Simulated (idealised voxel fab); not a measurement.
The process module that follows is named voxel ribs on slabs.
Displayed cross-section: cut, width of 200 nm, square cells sized 5 nm.
Reading order for cross-sections: top band down to bottom band. Underlying form: a grid of square cells. Band size: one or more rows of cells.
Quick guide to a band line: top height, bottom height (nm) up front; then every material left to right with its width in nm. Only one material and it's marked "everywhere"? Then it fills the band edge to edge. And "empty" just means empty space.
Height reference: 0 = level under which incoming wafer is all one material. Lowest band: no bottom, runs on downward, e.g. "top 0, no bottom".
The notation "30 to 40" denotes a width that varies across the rows of cells in the band, beginning at the first number in the top row, finishing at the second number in the bottom row, and changing by an identical amount from each row to the next.
You'll sometimes find "stayed the same" written for a step, and that's the way of saying that nowhere in the cross-section did a cell change during that step.
If an empty space has no open way to the top and is at least 8 cells in size, "Enclosed internal voids" lists it, written width x height at distance, where distance is measured from the left edge and every value is in nm.
Step line, after settings: the simulator's comment on this step.
"overlay nm", when on a step's line for a step with a mask, measures how far to the right of its planned place the mask lay; a negative measure means to the left.

[plan]
1. RECEIVE,material Si
2. DIRECTIONAL_DEP,material SiO2,thk nm 30
3. DIRECTIONAL_DEP,material SiN,thk nm 25
4. MASKED_ETCH,tone cover,mask id RIB,width nm 20,etch materials SiN,depth nm 5,overlay nm 0
5. PATTERN,tone cover,mask id SLAB,material resist,width nm 80,thk nm 20,overlay nm 0
6. DIRECTIONAL_ETCH,etch materials SiN,depth nm 20
7. STRIP,etch materials resist
8. FILL_DEP,material SiO2,thk nm 15
9. CMP,height nm 65
10. DIRECTIONAL_DEP,material TiN,thk nm 10
11. MASKED_ETCH,tone cover,mask id HEATER,width nm 30,etch materials TiN,depth nm 10,overlay nm 0
12. CONFORMAL_DEP,material SiN,thk nm 10

[First wafer out of two, processed as planned]

[Delivered wafer in cross-section: state after step 1]
	top 0, no bottom: Si everywhere
	Enclosed internal voids: none

[Wafer after step 2 (cross-section)]
	top 30, bottom 0: SiO2 everywhere
	Below 0 it's all the same as before, nothing changed down there.

[Wafer after step 3 (cross-section)]
	top 55, bottom 30: SiN everywhere
	Below 30 it's all the same as before, nothing changed down there.

[Wafer after step 4 (cross-section)]
	top 55, bottom 50: empty=90, then SiN=20, then empty=90
	Below 50 it's all the same as before, nothing changed down there.

[Wafer after step 5 (cross-section)]
	top 75, bottom 55: empty=60, then resist=80, then empty=60
	top 55, bottom 50: empty=60, then resist=30, then SiN=20, then resist=30, then empty=60
	Below 50 it's all the same as before, nothing changed down there.

[Wafer after step 6 (cross-section)]
	top 75, bottom 55: empty=60, then resist=80, then empty=60
	top 55, bottom 50: empty=60, then resist=30, then SiN=20, then resist=30, then empty=60
	top 50, bottom 30: empty=60, then SiN=80, then empty=60
	Below 30 it's all the same as before, nothing changed down there.

[Wafer after step 7 (cross-section)]
	top 55, bottom 50: empty=90, then SiN=20, then empty=90
	Below 50 it's all the same as before, nothing changed down there.

[Wafer after step 8 (cross-section)]
	top 70, bottom 55: SiO2 everywhere
	top 55, bottom 50: SiO2=90, then SiN=20, then SiO2=90
	top 50, bottom 30: SiO2=60, then SiN=80, then SiO2=60
	Below 30 it's all the same as before, nothing changed down there.

[Wafer after step 9 (cross-section)]
	top 65, bottom 55: SiO2 everywhere
	Below 55 it's all the same as before, nothing changed down there.

[Wafer after step 10 (cross-section)]
	top 75, bottom 65: TiN everywhere
	Below 65 it's all the same as before, nothing changed down there.

[Wafer after step 11 (cross-section)]
	top 75, bottom 65: empty=85, then TiN=30, then empty=85
	Below 65 it's all the same as before, nothing changed down there.

[Wafer after step 12 (cross-section)]
	top 85, bottom 75: empty=75, then SiN=50, then empty=75
	top 75, bottom 65: SiN=85, then TiN=30, then SiN=85
	Below 65 it's all the same as before, nothing changed down there.

[Second wafer - shared start and plan with the first - one error in running - same as the first up to step 1 inclusive]

[At the planned end of step 2, the second wafer in cross-section]
	top 25, bottom 0: SiN everywhere
	Below 0 it's all the same as before, nothing changed down there.

[At the planned end of step 3, the second wafer in cross-section]
	top 55, bottom 25: SiO2 everywhere
	Below 25 it's all the same as before, nothing changed down there.

At the planned end of step 4, the second wafer in cross-section: stayed the same

[At the planned end of step 5, the second wafer in cross-section]
	top 75, bottom 55: empty=60, then resist=80, then empty=60
	Below 55 it's all the same as before, nothing changed down there.

At the planned end of step 6, the second wafer in cross-section: stayed the same

[At the planned end of step 7, the second wafer in cross-section]
	top 55, bottom 25: SiO2 everywhere
	Below 25 it's all the same as before, nothing changed down there.

[At the planned end of step 8, the second wafer in cross-section]
	top 70, bottom 25: SiO2 everywhere
	Below 25 it's all the same as before, nothing changed down there.

[At the planned end of step 9, the second wafer in cross-section]
	top 65, bottom 25: SiO2 everywhere
	Below 25 it's all the same as before, nothing changed down there.

[At the planned end of step 10, the second wafer in cross-section]
	top 75, bottom 65: TiN everywhere
	Below 65 it's all the same as before, nothing changed down there.

[At the planned end of step 11, the second wafer in cross-section]
	top 75, bottom 65: empty=85, then TiN=30, then empty=85
	Below 65 it's all the same as before, nothing changed down there.

[At the planned end of step 12, the second wafer in cross-section]
	top 85, bottom 75: empty=75, then SiN=50, then empty=75
	top 75, bottom 65: SiN=85, then TiN=30, then SiN=85
	Below 65 it's all the same as before, nothing changed down there.
Finding, execution versus plan: plan steps 2 and 3 run swapped
Cell-count delta at end, second wafer over first, by material: +132 SiN, -132 SiO2
